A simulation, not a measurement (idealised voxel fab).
process module | voxel capacitor over wiring
cross-section cut | 265 nm wide | cells 5 nm
A cross-section is a grid of square cells, given in bands from the top down. A band is one or more rows of cells.
Each band's line starts with the height of the band's top and of its bottom, in nm. Then come its materials from left to right, each with its width in nm. One material with "throughout" fills the band from edge to edge. "air" is empty space.
Height 0 is the level under which the wafer as received is all one material. The lowest band goes on downwards, as in "0 down".
A width such as "30 to 40" changes by the same amount from each row of cells to the next, from the band's top row to its bottom row.
"no change" after a step means that no cell of the cross-section changed.
closed voids: empty space of 8 cells or more with no open way to the top, each as width x height at its distance from the left edge, in nm
after a step's settings: what the simulator itself notes on the step
overlay nm, on a step with a mask: how far to the right of its planned place the mask lay; to the left if negative
plan
1 op RECEIVE | material Si
2 op CONFORMAL_DEP | material SiO2 | thk nm 15
3 op CONFORMAL_DEP | material SiN | thk nm 5
4 op DIRECTIONAL_DEP | material SiO2 | thk nm 25
5 op MASKED_ETCH | tone open | mask id METAL_1 | width nm 30 | pitch nm 90 | etch materials SiO2 | depth nm 25 | overlay nm 0
6 op MASKED_ETCH | tone open | mask id METAL_1 | width nm 30 | pitch nm 90 | etch materials SiN | depth nm 5 | overlay nm 0
7 op CONFORMAL_DEP | material TiN | thk nm 5
8 op FILL_DEP | material Cu | thk nm 10
9 op CMP | height nm 45
10 op CONFORMAL_DEP | material SiCN | thk nm 5
11 op DIRECTIONAL_DEP | material SiO2 | thk nm 15
12 op PATTERN | tone open | mask id PLUG_1 | material resist | width nm 15 | thk nm 15 | overlay nm 0
13 op DIRECTIONAL_ETCH | etch materials SiO2 | depth nm 15
14 op DIRECTIONAL_ETCH | etch materials SiCN | depth nm 5
15 op STRIP | etch materials resist
16 op EPI | material Ru | thk nm 10
17 op EPI | material Ru | thk nm 10
18 op DIRECTIONAL_DEP | material TiN | thk nm 5
19 op DIRECTIONAL_DEP | material HfO2 | thk nm 5
20 op DIRECTIONAL_DEP | material TiN | thk nm 10
21 op PATTERN | tone cover | mask id UPPER_PLATE | material resist | width nm 65 | thk nm 15 | overlay nm 0
22 op DIRECTIONAL_ETCH | etch materials TiN | depth nm 10
23 op DIRECTIONAL_ETCH | etch materials HfO2 | depth nm 5
24 op STRIP | etch materials resist
25 op PATTERN | tone cover | mask id LOWER_PLATE | material resist | width nm 75 | thk nm 15 | overlay nm 0
26 op DIRECTIONAL_ETCH | etch materials TiN | depth nm 5
27 op STRIP | etch materials resist
28 op FILL_DEP | material SiO2 | thk nm 15
29 op CMP | height nm 95
30 op PATTERN | tone open | mask id PLUG_2 | material resist | width nm 15 | thk nm 20 | overlay nm 0
31 op DIRECTIONAL_ETCH | etch materials SiO2 | depth nm 10
32 op STRIP | etch materials resist
33 op CONFORMAL_DEP | material TiN | thk nm 5
34 op FILL_DEP | material Cu | thk nm 10
35 op CMP | height nm 95
36 op CONFORMAL_DEP | material SiN | thk nm 5
first wafer, as planned
as received, after step 1
  0 down: Si throughout
  closed voids: none
after step 2
  15 to 0: SiO2 throughout
  below 0: unchanged
after step 3
  20 to 15: SiN throughout
  below 15: unchanged
after step 4
  45 to 20: SiO2 throughout
  below 20: unchanged
after step 5
  45 to 20: SiO2 70 | air 30 | SiO2 60 | air 30 | SiO2 75
  below 20: unchanged
after step 6
  45 to 20: SiO2 70 | air 30 | SiO2 60 | air 30 | SiO2 75
  20 to 15: SiN 70 | air 30 | SiN 60 | air 30 | SiN 75
  below 15: unchanged
after step 7
  50 to 45: TiN 75 | air 20 | TiN 70 | air 20 | TiN 80
  45 to 20: SiO2 70 | TiN 5 | air 20 | TiN 5 | SiO2 60 | TiN 5 | air 20 | TiN 5 | SiO2 75
  20 to 15: SiN 70 | TiN 30 | SiN 60 | TiN 30 | SiN 75
  below 15: unchanged
after step 8
  60 to 50: Cu throughout
  50 to 45: TiN 75 | Cu 20 | TiN 70 | Cu 20 | TiN 80
  45 to 20: SiO2 70 | TiN 5 | Cu 20 | TiN 5 | SiO2 60 | TiN 5 | Cu 20 | TiN 5 | SiO2 75
  below 20: unchanged
after step 9
  45 to 20: SiO2 70 | TiN 5 | Cu 20 | TiN 5 | SiO2 60 | TiN 5 | Cu 20 | TiN 5 | SiO2 75
  below 20: unchanged
after step 10
  50 to 45: SiCN throughout
  below 45: unchanged
after step 11
  65 to 50: SiO2 throughout
  below 50: unchanged
after step 12
  80 to 65: resist 85 | air 15 | resist 165
  below 65: unchanged
after step 13
  80 to 65: resist 85 | air 15 | resist 165
  65 to 50: SiO2 85 | air 15 | SiO2 165
  below 50: unchanged
after step 14
  80 to 65: resist 85 | air 15 | resist 165
  65 to 50: SiO2 85 | air 15 | SiO2 165
  50 to 45: SiCN 85 | air 15 | SiCN 165
  below 45: unchanged
after step 15
  65 to 50: SiO2 85 | air 15 | SiO2 165
  below 50: unchanged
after step 16
  65 to 55: SiO2 85 | air 15 | SiO2 165
  55 to 50: SiO2 85 | Ru 15 | SiO2 165
  50 to 45: SiCN 85 | Ru 15 | SiCN 165
  below 45: unchanged
after step 17
  65 to 50: SiO2 85 | Ru 15 | SiO2 165
  below 50: unchanged
after step 18
  70 to 65: TiN throughout
  below 65: unchanged
after step 19
  75 to 70: HfO2 throughout
  below 70: unchanged
after step 20
  85 to 75: TiN throughout
  below 75: unchanged
after step 21
  100 to 85: air 85 | resist 65 | air 115
  below 85: unchanged
after step 22
  100 to 85: air 85 | resist 65 | air 115
  85 to 75: air 85 | TiN 65 | air 115
  below 75: unchanged
after step 23
  100 to 85: air 85 | resist 65 | air 115
  85 to 75: air 85 | TiN 65 | air 115
  75 to 70: air 85 | HfO2 65 | air 115
  below 70: unchanged
after step 24
  85 to 75: air 85 | TiN 65 | air 115
  below 75: unchanged
after step 25
  100 to 85: air 80 | resist 75 | air 110
  85 to 75: air 80 | resist 5 | TiN 65 | resist 5 | air 110
  75 to 70: air 80 | resist 5 | HfO2 65 | resist 5 | air 110
  below 70: unchanged
after step 26
  100 to 85: air 80 | resist 75 | air 110
  85 to 75: air 80 | resist 5 | TiN 65 | resist 5 | air 110
  75 to 70: air 80 | resist 5 | HfO2 65 | resist 5 | air 110
  70 to 65: air 80 | TiN 75 | air 110
  below 65: unchanged
after step 27
  85 to 75: air 85 | TiN 65 | air 115
  75 to 70: air 85 | HfO2 65 | air 115
  below 70: unchanged
after step 28
  100 to 85: SiO2 throughout
  85 to 75: SiO2 85 | TiN 65 | SiO2 115
  75 to 70: SiO2 85 | HfO2 65 | SiO2 115
  70 to 65: SiO2 80 | TiN 75 | SiO2 110
  below 65: unchanged
after step 29
  95 to 85: SiO2 throughout
  below 85: unchanged
after step 30
  115 to 95: resist 95 | air 15 | resist 155
  below 95: unchanged
after step 31
  115 to 95: resist 95 | air 15 | resist 155
  95 to 85: SiO2 95 | air 15 | SiO2 155
  below 85: unchanged
after step 32
  95 to 85: SiO2 95 | air 15 | SiO2 155
  below 85: unchanged
after step 33
  100 to 95: TiN 100 | air 5 | TiN 160
  95 to 90: SiO2 95 | TiN 5 | air 5 | TiN 5 | SiO2 155
  90 to 85: SiO2 95 | TiN 15 | SiO2 155
  below 85: unchanged
after step 34
  110 to 100: Cu throughout
  100 to 95: TiN 100 | Cu 5 | TiN 160
  95 to 90: SiO2 95 | TiN 5 | Cu 5 | TiN 5 | SiO2 155
  below 90: unchanged
after step 35
  95 to 90: SiO2 95 | TiN 5 | Cu 5 | TiN 5 | SiO2 155
  below 90: unchanged
after step 36
  100 to 95: SiN throughout
  below 95: unchanged
second wafer: like start, like plan, one mistake. Through step 1 it matches the first wafer
when step 2 should have ended: no change
when step 3 should have ended
  5 to 0: SiN throughout
  below 0: unchanged
when step 4 should have ended
  30 to 5: SiO2 throughout
  below 5: unchanged
when step 5 should have ended
  30 to 5: SiO2 70 | air 30 | SiO2 60 | air 30 | SiO2 75
  below 5: unchanged
when step 6 should have ended
  30 to 5: SiO2 70 | air 30 | SiO2 60 | air 30 | SiO2 75
  5 to 0: SiN 70 | air 30 | SiN 60 | air 30 | SiN 75
  below 0: unchanged
when step 7 should have ended
  35 to 30: TiN 75 | air 20 | TiN 70 | air 20 | TiN 80
  30 to 5: SiO2 70 | TiN 5 | air 20 | TiN 5 | SiO2 60 | TiN 5 | air 20 | TiN 5 | SiO2 75
  5 to 0: SiN 70 | TiN 30 | SiN 60 | TiN 30 | SiN 75
  below 0: unchanged
when step 8 should have ended
  45 to 35: Cu throughout
  35 to 30: TiN 75 | Cu 20 | TiN 70 | Cu 20 | TiN 80
  30 to 5: SiO2 70 | TiN 5 | Cu 20 | TiN 5 | SiO2 60 | TiN 5 | Cu 20 | TiN 5 | SiO2 75
  below 5: unchanged
when step 9 should have ended: no change
when step 10 should have ended
  50 to 45: SiCN throughout
  below 45: unchanged
when step 11 should have ended
  65 to 50: SiO2 throughout
  below 50: unchanged
when step 12 should have ended
  80 to 65: resist 85 | air 15 | resist 165
  below 65: unchanged
when step 13 should have ended
  80 to 65: resist 85 | air 15 | resist 165
  65 to 50: SiO2 85 | air 15 | SiO2 165
  below 50: unchanged
when step 14 should have ended
  80 to 65: resist 85 | air 15 | resist 165
  65 to 50: SiO2 85 | air 15 | SiO2 165
  50 to 45: SiCN 85 | air 15 | SiCN 165
  below 45: unchanged
when step 15 should have ended
  65 to 50: SiO2 85 | air 15 | SiO2 165
  below 50: unchanged
when step 16 should have ended
  65 to 55: SiO2 85 | air 15 | SiO2 165
  55 to 50: SiO2 85 | Ru 15 | SiO2 165
  50 to 45: SiCN 85 | Ru 15 | SiCN 165
  below 45: unchanged
when step 17 should have ended
  65 to 50: SiO2 85 | Ru 15 | SiO2 165
  below 50: unchanged
when step 18 should have ended
  70 to 65: TiN throughout
  below 65: unchanged
when step 19 should have ended
  75 to 70: HfO2 throughout
  below 70: unchanged
when step 20 should have ended
  85 to 75: TiN throughout
  below 75: unchanged
when step 21 should have ended
  100 to 85: air 85 | resist 65 | air 115
  below 85: unchanged
when step 22 should have ended
  100 to 85: air 85 | resist 65 | air 115
  85 to 75: air 85 | TiN 65 | air 115
  below 75: unchanged
when step 23 should have ended
  100 to 85: air 85 | resist 65 | air 115
  85 to 75: air 85 | TiN 65 | air 115
  75 to 70: air 85 | HfO2 65 | air 115
  below 70: unchanged
when step 24 should have ended
  85 to 75: air 85 | TiN 65 | air 115
  below 75: unchanged
when step 25 should have ended
  100 to 85: air 80 | resist 75 | air 110
  85 to 75: air 80 | resist 5 | TiN 65 | resist 5 | air 110
  75 to 70: air 80 | resist 5 | HfO2 65 | resist 5 | air 110
  below 70: unchanged
when step 26 should have ended
  100 to 85: air 80 | resist 75 | air 110
  85 to 75: air 80 | resist 5 | TiN 65 | resist 5 | air 110
  75 to 70: air 80 | resist 5 | HfO2 65 | resist 5 | air 110
  70 to 65: air 80 | TiN 75 | air 110
  below 65: unchanged
when step 27 should have ended
  85 to 75: air 85 | TiN 65 | air 115
  75 to 70: air 85 | HfO2 65 | air 115
  below 70: unchanged
when step 28 should have ended
  100 to 85: SiO2 throughout
  85 to 75: SiO2 85 | TiN 65 | SiO2 115
  75 to 70: SiO2 85 | HfO2 65 | SiO2 115
  70 to 65: SiO2 80 | TiN 75 | SiO2 110
  below 65: unchanged
when step 29 should have ended
  95 to 85: SiO2 throughout
  below 85: unchanged
when step 30 should have ended
  115 to 95: resist 95 | air 15 | resist 155
  below 95: unchanged
when step 31 should have ended
  115 to 95: resist 95 | air 15 | resist 155
  95 to 85: SiO2 95 | air 15 | SiO2 155
  below 85: unchanged
when step 32 should have ended
  95 to 85: SiO2 95 | air 15 | SiO2 155
  below 85: unchanged
when step 33 should have ended
  100 to 95: TiN 100 | air 5 | TiN 160
  95 to 90: SiO2 95 | TiN 5 | air 5 | TiN 5 | SiO2 155
  90 to 85: SiO2 95 | TiN 15 | SiO2 155
  below 85: unchanged
when step 34 should have ended
  110 to 100: Cu throughout
  100 to 95: TiN 100 | Cu 5 | TiN 160
  95 to 90: SiO2 95 | TiN 5 | Cu 5 | TiN 5 | SiO2 155
  below 90: unchanged
when step 35 should have ended
  95 to 90: SiO2 95 | TiN 5 | Cu 5 | TiN 5 | SiO2 155
  below 90: unchanged
when step 36 should have ended
  100 to 95: SiN throughout
  below 95: unchanged
what went wrong: step 2 was left out
at the end the second wafer has, in cells: 114 more of Cu | 159 fewer of SiO2 | 45 more of TiN
